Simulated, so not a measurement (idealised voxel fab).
voxel quadruple lines: a process module
cross-section cut | 180 nm wide | cells 5 nm
How to read a cross-section here: the picture is a grid of square cells, written as bands going from the top down, and any band can span one or more rows of cells.
Each band's line starts with the height of the band's top and of its bottom, in nm. Then come its materials from left to right, each with its width in nm. One material with "throughout" fills the band from edge to edge. "empty" is empty space.
Basically, 0 is our baseline, since under it the wafer straight out of the box is all one material. The bottom band has no lower end and keeps on going down, so it looks like "top 0, no bottom".
With a width like "30..40", each row of cells in the band differs from the next by the same amount, the top row carrying the first number and the bottom row the second.
What does "stayed the same" mean for a step? It means no cell of the cross-section changed in that step.
So "Fully sealed cavities" is basically the list of trapped voids: any empty space of 8 cells or more that can't reach the top through an opening. They're written width x height at distance, the distance being from the left edge, and it's all nm.
Note: text after step settings on the step line = simulator remark on that step.
"overlay nm" answers the question of how far to the right of plan the mask lay on a step that has a mask, and when it is negative the answer is to the left.

LISTED BELOW ARE THE PROCESS STEPS AS PLANNED
1,RECEIVE | material Si
2,CONFORMAL_DEP | material Al2O3 | thk nm 5
3,DIRECTIONAL_DEP | material TiN | thk nm 10
4,DIRECTIONAL_DEP | material polySi | thk nm 15
5,DIRECTIONAL_DEP | material aC | thk nm 25
6,PATTERN | tone cover | mask id MANDREL | material resist | width nm 25 | thk nm 35 | overlay nm 0
7,DIRECTIONAL_ETCH | etch materials aC | depth nm 25
8,STRIP | etch materials resist
9,CONFORMAL_DEP | material SiO2 | thk nm 15
10,DIRECTIONAL_ETCH | etch materials SiO2 | depth nm 15
11,STRIP | etch materials aC
12,DIRECTIONAL_ETCH | etch materials polySi | depth nm 15
13,STRIP | etch materials SiO2
14,CONFORMAL_DEP | material SiCN | thk nm 5
15,DIRECTIONAL_ETCH | etch materials SiCN | depth nm 5
16,STRIP | etch materials polySi
17,DIRECTIONAL_ETCH | etch materials TiN | depth nm 10
18,STRIP | etch materials SiCN

THE FIRST OF A SET OF TWO WAFERS, RUN TO PLAN

CROSS-SECTION OF THE INCOMING WAFER, STATE AFTER STEP 1
  top 0, no bottom | Si throughout
  Fully sealed cavities: none

STEP 2 DONE - WAFER CROSS-SECTION
  top 5, bottom 0 | Al2O3 throughout
  Lower than 0, everything is as it was.

STEP 3 DONE - WAFER CROSS-SECTION
  top 15, bottom 5 | TiN throughout
  Lower than 5, everything is as it was.

STEP 4 DONE - WAFER CROSS-SECTION
  top 30, bottom 15 | polySi throughout
  Lower than 15, everything is as it was.

STEP 5 DONE - WAFER CROSS-SECTION
  top 55, bottom 30 | aC throughout
  Lower than 30, everything is as it was.

STEP 6 DONE - WAFER CROSS-SECTION
  top 90, bottom 55 | 75 of empty, 25 of resist, 80 of empty
  Lower than 55, everything is as it was.

STEP 7 DONE - WAFER CROSS-SECTION
  top 65, bottom 55 | 75 of empty, 25 of resist, 80 of empty
  top 55, bottom 30 | 75 of empty, 25 of aC, 80 of empty
  Lower than 30, everything is as it was.

STEP 8 DONE - WAFER CROSS-SECTION
  top 55, bottom 30 | 75 of empty, 25 of aC, 80 of empty
  Lower than 30, everything is as it was.

STEP 9 DONE - WAFER CROSS-SECTION
  top 70, bottom 55 | 60 of empty, 55 of SiO2, 65 of empty
  top 55, bottom 45 | 60 of empty, 15 of SiO2, 25 of aC, 15 of SiO2, 65 of empty
  top 45, bottom 30 | 75 of SiO2, 25 of aC, 80 of SiO2
  Lower than 30, everything is as it was.

STEP 10 DONE - WAFER CROSS-SECTION
  top 55, bottom 30 | 60 of empty, 15 of SiO2, 25 of aC, 15 of SiO2, 65 of empty
  Lower than 30, everything is as it was.

STEP 11 DONE - WAFER CROSS-SECTION
  top 55, bottom 30 | 60 of empty, 15 of SiO2, 25 of empty, 15 of SiO2, 65 of empty
  Lower than 30, everything is as it was.

STEP 12 DONE - WAFER CROSS-SECTION
  top 55, bottom 30 | 60 of empty, 15 of SiO2, 25 of empty, 15 of SiO2, 65 of empty
  top 30, bottom 15 | 60 of empty, 15 of polySi, 25 of empty, 15 of polySi, 65 of empty
  Lower than 15, everything is as it was.

STEP 13 DONE - WAFER CROSS-SECTION
  top 30, bottom 15 | 60 of empty, 15 of polySi, 25 of empty, 15 of polySi, 65 of empty
  Lower than 15, everything is as it was.

STEP 14 DONE - WAFER CROSS-SECTION
  top 35, bottom 30 | 55 of empty, 25 of SiCN, 15 of empty, 25 of SiCN, 60 of empty
  top 30, bottom 20 | 55 of empty, 5 of SiCN, 15 of polySi, 5 of SiCN, 15 of empty, 5 of SiCN, 15 of polySi, 5 of SiCN, 60 of empty
  top 20, bottom 15 | 60 of SiCN, 15 of polySi, 25 of SiCN, 15 of polySi, 65 of SiCN
  Lower than 15, everything is as it was.

STEP 15 DONE - WAFER CROSS-SECTION
  top 30, bottom 15 | 55 of empty, 5 of SiCN, 15 of polySi, 5 of SiCN, 15 of empty, 5 of SiCN, 15 of polySi, 5 of SiCN, 60 of empty
  Lower than 15, everything is as it was.

STEP 16 DONE - WAFER CROSS-SECTION
  top 30, bottom 15 | 55 of empty, 5 of SiCN, 15 of empty, 5 of SiCN, 15 of empty, 5 of SiCN, 15 of empty, 5 of SiCN, 60 of empty
  Lower than 15, everything is as it was.

STEP 17 DONE - WAFER CROSS-SECTION
  top 30, bottom 15 | 55 of empty, 5 of SiCN, 15 of empty, 5 of SiCN, 15 of empty, 5 of SiCN, 15 of empty, 5 of SiCN, 60 of empty
  top 15, bottom 5 | 55 of empty, 5 of TiN, 15 of empty, 5 of TiN, 15 of empty, 5 of TiN, 15 of empty, 5 of TiN, 60 of empty
  Lower than 5, everything is as it was.

STEP 18 DONE - WAFER CROSS-SECTION
  top 15, bottom 5 | 55 of empty, 5 of TiN, 15 of empty, 5 of TiN, 15 of empty, 5 of TiN, 15 of empty, 5 of TiN, 60 of empty
  Lower than 5, everything is as it was.

WAFER TWO. IDENTICAL START, IDENTICAL PLAN. ONE MISTAKE IN EXECUTION. IDENTICAL HISTORY THROUGH STEP 1

Cross-section of the second wafer at the time by which step 2 should have been completed according to the plan: stayed the same

CROSS-SECTION OF THE SECOND WAFER AT THE TIME BY WHICH STEP 3 SHOULD HAVE BEEN COMPLETED ACCORDING TO THE PLAN
  top 10, bottom 0 | TiN throughout
  Lower than 0, everything is as it was.

CROSS-SECTION OF THE SECOND WAFER AT THE TIME BY WHICH STEP 4 SHOULD HAVE BEEN COMPLETED ACCORDING TO THE PLAN
  top 25, bottom 10 | polySi throughout
  Lower than 10, everything is as it was.

CROSS-SECTION OF THE SECOND WAFER AT THE TIME BY WHICH STEP 5 SHOULD HAVE BEEN COMPLETED ACCORDING TO THE PLAN
  top 50, bottom 25 | aC throughout
  Lower than 25, everything is as it was.

CROSS-SECTION OF THE SECOND WAFER AT THE TIME BY WHICH STEP 6 SHOULD HAVE BEEN COMPLETED ACCORDING TO THE PLAN
  top 85, bottom 50 | 75 of empty, 25 of resist, 80 of empty
  Lower than 50, everything is as it was.

CROSS-SECTION OF THE SECOND WAFER AT THE TIME BY WHICH STEP 7 SHOULD HAVE BEEN COMPLETED ACCORDING TO THE PLAN
  top 60, bottom 50 | 75 of empty, 25 of resist, 80 of empty
  top 50, bottom 25 | 75 of empty, 25 of aC, 80 of empty
  Lower than 25, everything is as it was.

CROSS-SECTION OF THE SECOND WAFER AT THE TIME BY WHICH STEP 8 SHOULD HAVE BEEN COMPLETED ACCORDING TO THE PLAN
  top 50, bottom 25 | 75 of empty, 25 of aC, 80 of empty
  Lower than 25, everything is as it was.

CROSS-SECTION OF THE SECOND WAFER AT THE TIME BY WHICH STEP 9 SHOULD HAVE BEEN COMPLETED ACCORDING TO THE PLAN
  top 65, bottom 50 | 60 of empty, 55 of SiO2, 65 of empty
  top 50, bottom 40 | 60 of empty, 15 of SiO2, 25 of aC, 15 of SiO2, 65 of empty
  top 40, bottom 25 | 75 of SiO2, 25 of aC, 80 of SiO2
  Lower than 25, everything is as it was.

CROSS-SECTION OF THE SECOND WAFER AT THE TIME BY WHICH STEP 10 SHOULD HAVE BEEN COMPLETED ACCORDING TO THE PLAN
  top 50, bottom 25 | 60 of empty, 15 of SiO2, 25 of aC, 15 of SiO2, 65 of empty
  Lower than 25, everything is as it was.

CROSS-SECTION OF THE SECOND WAFER AT THE TIME BY WHICH STEP 11 SHOULD HAVE BEEN COMPLETED ACCORDING TO THE PLAN
  top 50, bottom 25 | 60 of empty, 15 of SiO2, 25 of empty, 15 of SiO2, 65 of empty
  Lower than 25, everything is as it was.

CROSS-SECTION OF THE SECOND WAFER AT THE TIME BY WHICH STEP 12 SHOULD HAVE BEEN COMPLETED ACCORDING TO THE PLAN
  top 50, bottom 25 | 60 of empty, 15 of SiO2, 25 of empty, 15 of SiO2, 65 of empty
  top 25, bottom 10 | 60 of empty, 15 of polySi, 25 of empty, 15 of polySi, 65 of empty
  Lower than 10, everything is as it was.

CROSS-SECTION OF THE SECOND WAFER AT THE TIME BY WHICH STEP 13 SHOULD HAVE BEEN COMPLETED ACCORDING TO THE PLAN
  top 25, bottom 10 | 60 of empty, 15 of polySi, 25 of empty, 15 of polySi, 65 of empty
  Lower than 10, everything is as it was.

CROSS-SECTION OF THE SECOND WAFER AT THE TIME BY WHICH STEP 14 SHOULD HAVE BEEN COMPLETED ACCORDING TO THE PLAN
  top 30, bottom 25 | 55 of empty, 25 of SiCN, 15 of empty, 25 of SiCN, 60 of empty
  top 25, bottom 15 | 55 of empty, 5 of SiCN, 15 of polySi, 5 of SiCN, 15 of empty, 5 of SiCN, 15 of polySi, 5 of SiCN, 60 of empty
  top 15, bottom 10 | 60 of SiCN, 15 of polySi, 25 of SiCN, 15 of polySi, 65 of SiCN
  Lower than 10, everything is as it was.

CROSS-SECTION OF THE SECOND WAFER AT THE TIME BY WHICH STEP 15 SHOULD HAVE BEEN COMPLETED ACCORDING TO THE PLAN
  top 25, bottom 10 | 55 of empty, 5 of SiCN, 15 of polySi, 5 of SiCN, 15 of empty, 5 of SiCN, 15 of polySi, 5 of SiCN, 60 of empty
  Lower than 10, everything is as it was.

CROSS-SECTION OF THE SECOND WAFER AT THE TIME BY WHICH STEP 16 SHOULD HAVE BEEN COMPLETED ACCORDING TO THE PLAN
  top 25, bottom 10 | 55 of empty, 5 of SiCN, 15 of empty, 5 of SiCN, 15 of empty, 5 of SiCN, 15 of empty, 5 of SiCN, 60 of empty
  Lower than 10, everything is as it was.

CROSS-SECTION OF THE SECOND WAFER AT THE TIME BY WHICH STEP 17 SHOULD HAVE BEEN COMPLETED ACCORDING TO THE PLAN
  top 25, bottom 10 | 55 of empty, 5 of SiCN, 15 of empty, 5 of SiCN, 15 of empty, 5 of SiCN, 15 of empty, 5 of SiCN, 60 of empty
  top 10, bottom 0 | 55 of empty, 5 of TiN, 15 of empty, 5 of TiN, 15 of empty, 5 of TiN, 15 of empty, 5 of TiN, 60 of empty
  Lower than 0, everything is as it was.

CROSS-SECTION OF THE SECOND WAFER AT THE TIME BY WHICH STEP 18 SHOULD HAVE BEEN COMPLETED ACCORDING TO THE PLAN
  top 10, bottom 0 | 55 of empty, 5 of TiN, 15 of empty, 5 of TiN, 15 of empty, 5 of TiN, 15 of empty, 5 of TiN, 60 of empty
  Lower than 0, everything is as it was.
Heads up, the wafer didn't run the way we planned it: plan step 2 skipped
Upon completion, the second wafer contains, in terms of cells, a greater or smaller amount of certain materials than the first wafer: Al2O3 -36
